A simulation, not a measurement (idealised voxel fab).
process module | voxel trench capacitor
cross-section cut | 160 nm wide | cells 5 nm
A cross-section is a grid of square cells, given in bands from the top down. A band is one or more rows of cells.
Each band's line starts with the height of the band's top and of its bottom, in nm. Then come its materials from left to right, each with its width in nm. One material with "throughout" fills the band from edge to edge. "air" is empty space.
Height 0 is the level under which the wafer as received is all one material. The lowest band goes on downwards, as in "0 down".
A width such as "30 to 40" changes by the same amount from each row of cells to the next, from the band's top row to its bottom row.
"no change" after a step means that no cell of the cross-section changed.
closed voids: empty space of 8 cells or more with no open way to the top, each as width x height at its distance from the left edge, in nm
after a step's settings: what the simulator itself notes on the step
overlay nm, on a step with a mask: how far to the right of its planned place the mask lay; to the left if negative
plan
1 op RECEIVE | material Si
2 op CONFORMAL_DEP | material SiN | thk nm 5
3 op DIRECTIONAL_DEP | material aC | thk nm 15
4 op PATTERN | tone open | mask id TRENCH | material resist | width nm 25 | pitch nm 45 | thk nm 35 | overlay nm 0
5 op DIRECTIONAL_ETCH | etch materials aC | depth nm 15
6 op STRIP | etch materials resist
7 op DIRECTIONAL_ETCH | etch materials SiN | depth nm 5
8 op DIRECTIONAL_ETCH | etch materials Si | depth nm 30
9 op STRIP | etch materials aC
10 op CONFORMAL_DEP | material Al2O3 | thk nm 5
11 op CONFORMAL_DEP | material TiN | thk nm 5
12 op FILL_DEP | material W | thk nm 10
13 op CMP | height nm 5
as received, after step 1
  0 down: Si throughout
  closed voids: none
first wafer at the end, as planned
  5 to 0: SiN 45 | Al2O3 5 | TiN 5 | W 5 | TiN 5 | Al2O3 5 | SiN 20 | Al2O3 5 | TiN 5 | W 5 | TiN 5 | Al2O3 5 | SiN 45
  0 to -20: Si 45 | Al2O3 5 | TiN 5 | W 5 | TiN 5 | Al2O3 5 | Si 20 | Al2O3 5 | TiN 5 | W 5 | TiN 5 | Al2O3 5 | Si 45
  -20 to -25: Si 45 | Al2O3 5 | TiN 15 | Al2O3 5 | Si 20 | Al2O3 5 | TiN 15 | Al2O3 5 | Si 45
  -25 to -30: Si 45 | Al2O3 25 | Si 20 | Al2O3 25 | Si 45
  -30 down: Si throughout
  closed voids: none
second wafer at the end: like start, like plan, one mistake
  5 to 0: SiN 45 | Al2O3 5 | TiN 5 | SiN 5 | TiN 5 | Al2O3 5 | SiN 20 | Al2O3 5 | TiN 5 | SiN 5 | TiN 5 | Al2O3 5 | SiN 45
  0 to -20: Si 45 | Al2O3 5 | TiN 5 | SiN 5 | TiN 5 | Al2O3 5 | Si 20 | Al2O3 5 | TiN 5 | SiN 5 | TiN 5 | Al2O3 5 | Si 45
  -20 to -25: Si 45 | Al2O3 5 | TiN 15 | Al2O3 5 | Si 20 | Al2O3 5 | TiN 15 | Al2O3 5 | Si 45
  -25 to -30: Si 45 | Al2O3 25 | Si 20 | Al2O3 25 | Si 45
  -30 down: Si throughout
  closed voids: none
what went wrong: step 12 ran as: op FILL_DEP | material SiN | thk nm 10
at the end the second wafer has, in cells: 10 more of SiN | 10 fewer of W
